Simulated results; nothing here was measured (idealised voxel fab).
The name of this process module is voxel tone inversion.
The width of the displayed cross-section, cut, is 190 nm; its cells are square, with a size of 5 nm.
Reading order for cross-sections: top band down to bottom band. Underlying form: a grid of square cells. Band size: one or more rows of cells. It is stipulated that each band's entry specify, in nanometres, the height of the top of the band and then that of its bottom, followed by the materials of the band in left-to-right sequence, each together with its width in nanometres. A single material marked by the word "everywhere" is understood to fill the band from edge to edge; the word "air" is understood to denote empty space. The reference from which all heights are counted is 0, the level beneath which the as-received wafer is entirely one material; the lowest band, having no lower bound, proceeds downward and is written after the example "0 nm and below". Note: "30..40" means the width goes from the first number (top row of the band) to the second number (bottom row) in equal steps per row of cells. Step note "no change" = no cross-section cell changed. "Unvented cavities" contains a list of empty spaces, each no smaller than 8 cells and without an open way to the top, written in the form width x height at distance with the distance from the left edge and all three in nm. Text after the settings on a step's line: the simulator's own remark on that step. The line of a step may include "overlay nm". On a step with a mask, this value is how far to the right of its planned place the mask lay. A negative value means the mask lay to the left.

BELOW IS THE LIST OF PLANNED PROCESS STEPS
1) RECEIVE: material Si
2) CONFORMAL_DEP: material SiN, thk nm 10
3) DIRECTIONAL_DEP: material polySi, thk nm 25
4) PATTERN: tone cover, mask id POSTS, material resist, width nm 15, pitch nm 30, thk nm 30, overlay nm 0
5) DIRECTIONAL_ETCH: etch materials polySi, depth nm 25
6) STRIP: etch materials resist
7) FILL_DEP: material SiO2, thk nm 10
8) CMP: height nm 35
9) STRIP: etch materials polySi
10) CONFORMAL_DEP: material TiN, thk nm 5
11) FILL_DEP: material W, thk nm 5
12) CMP: height nm 35
13) CONFORMAL_DEP: material SiN, thk nm 5

FIRST OF TWO WAFERS - AS PLANNED

AS-RECEIVED WAFER CROSS-SECTION (AFTER STEP 1)
* 0 nm and below: Si everywhere
* Unvented cavities: none

THE WAFER, SEEN IN CROSS-SECTION, AFTER STEP 2
* 10 nm to 0 nm: SiN everywhere
* All layers under 0 are left as they were.

THE WAFER, SEEN IN CROSS-SECTION, AFTER STEP 3
* 35 nm to 10 nm: polySi everywhere
* All layers under 10 are left as they were.

THE WAFER, SEEN IN CROSS-SECTION, AFTER STEP 4
* 65 nm to 35 nm: air (55) / resist (15) / air (15) / resist (15) / air (15) / resist (15) / air (60)
* All layers under 35 are left as they were.

THE WAFER, SEEN IN CROSS-SECTION, AFTER STEP 5
* 65 nm to 35 nm: air (55) / resist (15) / air (15) / resist (15) / air (15) / resist (15) / air (60)
* 35 nm to 10 nm: air (55) / polySi (15) / air (15) / polySi (15) / air (15) / polySi (15) / air (60)
* All layers under 10 are left as they were.

THE WAFER, SEEN IN CROSS-SECTION, AFTER STEP 6
* 35 nm to 10 nm: air (55) / polySi (15) / air (15) / polySi (15) / air (15) / polySi (15) / air (60)
* All layers under 10 are left as they were.

THE WAFER, SEEN IN CROSS-SECTION, AFTER STEP 7
* 45 nm to 35 nm: SiO2 everywhere
* 35 nm to 10 nm: SiO2 (55) / polySi (15) / SiO2 (15) / polySi (15) / SiO2 (15) / polySi (15) / SiO2 (60)
* All layers under 10 are left as they were.

THE WAFER, SEEN IN CROSS-SECTION, AFTER STEP 8
* 35 nm to 10 nm: SiO2 (55) / polySi (15) / SiO2 (15) / polySi (15) / SiO2 (15) / polySi (15) / SiO2 (60)
* All layers under 10 are left as they were.

THE WAFER, SEEN IN CROSS-SECTION, AFTER STEP 9
* 35 nm to 10 nm: SiO2 (55) / air (15) / SiO2 (15) / air (15) / SiO2 (15) / air (15) / SiO2 (60)
* All layers under 10 are left as they were.

THE WAFER, SEEN IN CROSS-SECTION, AFTER STEP 10
* 40 nm to 35 nm: TiN (60) / air (5) / TiN (25) / air (5) / TiN (25) / air (5) / TiN (65)
* 35 nm to 15 nm: SiO2 (55) / TiN (5) / air (5) / TiN (5) / SiO2 (15) / TiN (5) / air (5) / TiN (5) / SiO2 (15) / TiN (5) / air (5) / TiN (5) / SiO2 (60)
* 15 nm to 10 nm: SiO2 (55) / TiN (15) / SiO2 (15) / TiN (15) / SiO2 (15) / TiN (15) / SiO2 (60)
* All layers under 10 are left as they were.

THE WAFER, SEEN IN CROSS-SECTION, AFTER STEP 11
* 45 nm to 40 nm: W everywhere
* 40 nm to 35 nm: TiN (60) / W (5) / TiN (25) / W (5) / TiN (25) / W (5) / TiN (65)
* 35 nm to 15 nm: SiO2 (55) / TiN (5) / W (5) / TiN (5) / SiO2 (15) / TiN (5) / W (5) / TiN (5) / SiO2 (15) / TiN (5) / W (5) / TiN (5) / SiO2 (60)
* All layers under 15 are left as they were.

THE WAFER, SEEN IN CROSS-SECTION, AFTER STEP 12
* 35 nm to 15 nm: SiO2 (55) / TiN (5) / W (5) / TiN (5) / SiO2 (15) / TiN (5) / W (5) / TiN (5) / SiO2 (15) / TiN (5) / W (5) / TiN (5) / SiO2 (60)
* All layers under 15 are left as they were.

THE WAFER, SEEN IN CROSS-SECTION, AFTER STEP 13
* 40 nm to 35 nm: SiN everywhere
* All layers under 35 are left as they were.

SECOND WAFER - SHARED START AND PLAN WITH THE FIRST - ONE ERROR IN RUNNING - SAME AS THE FIRST UP TO STEP 3 INCLUSIVE

PLANNED END OF STEP 4: SECOND WAFER, CROSS-SECTION
* 65 nm to 35 nm: air (60) / resist (15) / air (15) / resist (15) / air (15) / resist (15) / air (55)
* All layers under 35 are left as they were.

PLANNED END OF STEP 5: SECOND WAFER, CROSS-SECTION
* 65 nm to 35 nm: air (60) / resist (15) / air (15) / resist (15) / air (15) / resist (15) / air (55)
* 35 nm to 10 nm: air (60) / polySi (15) / air (15) / polySi (15) / air (15) / polySi (15) / air (55)
* All layers under 10 are left as they were.

PLANNED END OF STEP 6: SECOND WAFER, CROSS-SECTION
* 35 nm to 10 nm: air (60) / polySi (15) / air (15) / polySi (15) / air (15) / polySi (15) / air (55)
* All layers under 10 are left as they were.

PLANNED END OF STEP 7: SECOND WAFER, CROSS-SECTION
* 45 nm to 35 nm: SiO2 everywhere
* 35 nm to 10 nm: SiO2 (60) / polySi (15) / SiO2 (15) / polySi (15) / SiO2 (15) / polySi (15) / SiO2 (55)
* All layers under 10 are left as they were.

PLANNED END OF STEP 8: SECOND WAFER, CROSS-SECTION
* 35 nm to 10 nm: SiO2 (60) / polySi (15) / SiO2 (15) / polySi (15) / SiO2 (15) / polySi (15) / SiO2 (55)
* All layers under 10 are left as they were.

PLANNED END OF STEP 9: SECOND WAFER, CROSS-SECTION
* 35 nm to 10 nm: SiO2 (60) / air (15) / SiO2 (15) / air (15) / SiO2 (15) / air (15) / SiO2 (55)
* All layers under 10 are left as they were.

PLANNED END OF STEP 10: SECOND WAFER, CROSS-SECTION
* 40 nm to 35 nm: TiN (65) / air (5) / TiN (25) / air (5) / TiN (25) / air (5) / TiN (60)
* 35 nm to 15 nm: SiO2 (60) / TiN (5) / air (5) / TiN (5) / SiO2 (15) / TiN (5) / air (5) / TiN (5) / SiO2 (15) / TiN (5) / air (5) / TiN (5) / SiO2 (55)
* 15 nm to 10 nm: SiO2 (60) / TiN (15) / SiO2 (15) / TiN (15) / SiO2 (15) / TiN (15) / SiO2 (55)
* All layers under 10 are left as they were.

PLANNED END OF STEP 11: SECOND WAFER, CROSS-SECTION
* 45 nm to 40 nm: W everywhere
* 40 nm to 35 nm: TiN (65) / W (5) / TiN (25) / W (5) / TiN (25) / W (5) / TiN (60)
* 35 nm to 15 nm: SiO2 (60) / TiN (5) / W (5) / TiN (5) / SiO2 (15) / TiN (5) / W (5) / TiN (5) / SiO2 (15) / TiN (5) / W (5) / TiN (5) / SiO2 (55)
* All layers under 15 are left as they were.

PLANNED END OF STEP 12: SECOND WAFER, CROSS-SECTION
* 35 nm to 15 nm: SiO2 (60) / TiN (5) / W (5) / TiN (5) / SiO2 (15) / TiN (5) / W (5) / TiN (5) / SiO2 (15) / TiN (5) / W (5) / TiN (5) / SiO2 (55)
* All layers under 15 are left as they were.

PLANNED END OF STEP 13: SECOND WAFER, CROSS-SECTION
* 40 nm to 35 nm: SiN everywhere
* All layers under 35 are left as they were.
Misprocessing identified: step 4 was processed under conditions differing from the plan, specifically as PATTERN: tone cover, mask id POSTS, material resist, width nm 15, pitch nm 30, thk nm 30, overlay nm 5
Both wafers, final: cells per material equal; arrangement not.
